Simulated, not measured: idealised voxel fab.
Presented below is a process module, voxel wiring stack.
Shown is cross-section cut, with a width of 225 nm and square cells of size 5 nm.
We lay out every cross-section as a grid of square cells and spell it out in bands from the top down, where one band means one or more rows of cells. Basically the band line says how high the top is and how high the bottom is, in nm, and then what's in it from left to right, every material with its width in nm. Empty space shows up as "blank", and if a single material carries "throughout" it runs the full band edge to edge. Heights are reckoned from 0. Under this level, the received wafer is all of one material. The bottommost band is open-ended downward, for example "z 0 and below". Quick explanation for "30..40": the width changes in equal steps down the rows of cells, from the first number in the band's top row to the second number in its bottom row. "changes: none", as given for a step, is the statement that not any cell of the cross-section underwent a change during that step. Closed-off voids of 8+ cells (no open route to the top) go in "Closed-off voids", written width x height at distance from the left edge, in nm. Whatever follows a step's settings on its line is a remark the simulator itself makes about that step. "overlay nm" denotes, for a step that has a mask, the displacement of the mask to the right of its planned place, with negative values corresponding to the left.

Steps planned for the process
1,RECEIVE, material Si
2,CONFORMAL_DEP, material SiO2, thk nm 10
3,CONFORMAL_DEP, material SiCN, thk nm 5
4,DIRECTIONAL_DEP, material SiO2, thk nm 15
5,DIRECTIONAL_DEP, material aC, thk nm 15
6,PATTERN, tone open, mask id METAL_1, material resist, width nm 25, pitch nm 50, thk nm 30, overlay nm 0
7,DIRECTIONAL_ETCH, etch materials aC, depth nm 15
8,STRIP, etch materials resist
9,DIRECTIONAL_ETCH, etch materials SiO2, depth nm 15
10,DIRECTIONAL_ETCH, etch materials SiCN, depth nm 5
11,STRIP, etch materials aC
12,CONFORMAL_DEP, material TiN, thk nm 5
13,FILL_DEP, material Cu, thk nm 10
14,CMP, height nm 30
15,CONFORMAL_DEP, material SiCN, thk nm 5
16,DIRECTIONAL_DEP, material lowk, thk nm 15
17,MASKED_ETCH, tone open, mask id PLUG_1, width nm 15, pitch nm 50, etch materials lowk, depth nm 15, overlay nm 0
18,MASKED_ETCH, tone open, mask id PLUG_1, width nm 15, pitch nm 50, etch materials SiCN, depth nm 5, overlay nm 0
19,CONFORMAL_DEP, material TiN, thk nm 5
20,FILL_DEP, material Ru, thk nm 10
21,CMP, height nm 50
22,DIRECTIONAL_DEP, material TiN, thk nm 5
23,DIRECTIONAL_DEP, material W, thk nm 15
24,PATTERN, tone cover, mask id METAL_2, material resist, width nm 25, pitch nm 50, thk nm 20, overlay nm 0
25,DIRECTIONAL_ETCH, etch materials W, depth nm 15
26,DIRECTIONAL_ETCH, etch materials TiN, depth nm 5
27,STRIP, etch materials resist
28,CONFORMAL_DEP, material SiN, thk nm 5
29,FILL_DEP, material lowk, thk nm 5
30,CMP, height nm 70
31,CONFORMAL_DEP, material SiCN, thk nm 5

as received, after step 1
z 0 and below  Si throughout
Closed-off voids: none

Wafer at module end, in section. Began as above, planned as above, run with one mistake
z 75 to 70  SiCN throughout
z 70 to 55  lowk 70, SiN 5, W 25, SiN 5, lowk 15, SiN 5, W 25, SiN 5, lowk 70
z 55 to 50  SiN 75, TiN 25, SiN 25, TiN 25, SiN 75
z 50 to 35  lowk 75, TiN 5, Ru 5, TiN 5, lowk 35, TiN 5, Ru 5, TiN 5, lowk 85
z 35 to 30  SiCN 75, TiN 15, SiCN 35, TiN 15, SiCN 85
z 30 to 15  SiO2 75, TiN 5, Cu 20, TiN 5, SiO2 20, TiN 5, Cu 20, TiN 5, SiO2 70
z 15 to 10  SiCN 75, TiN 30, SiCN 20, TiN 30, SiCN 70
z 10 to 0  SiO2 throughout
z 0 and below  Si throughout
Closed-off voids: none
Deviation from plan: it should be noted that step 6 was executed with settings other than those planned, the operation and settings actually applied being PATTERN, tone open, mask id METAL_1, material resist, width nm 30, pitch nm 50, thk nm 30, overlay nm 0
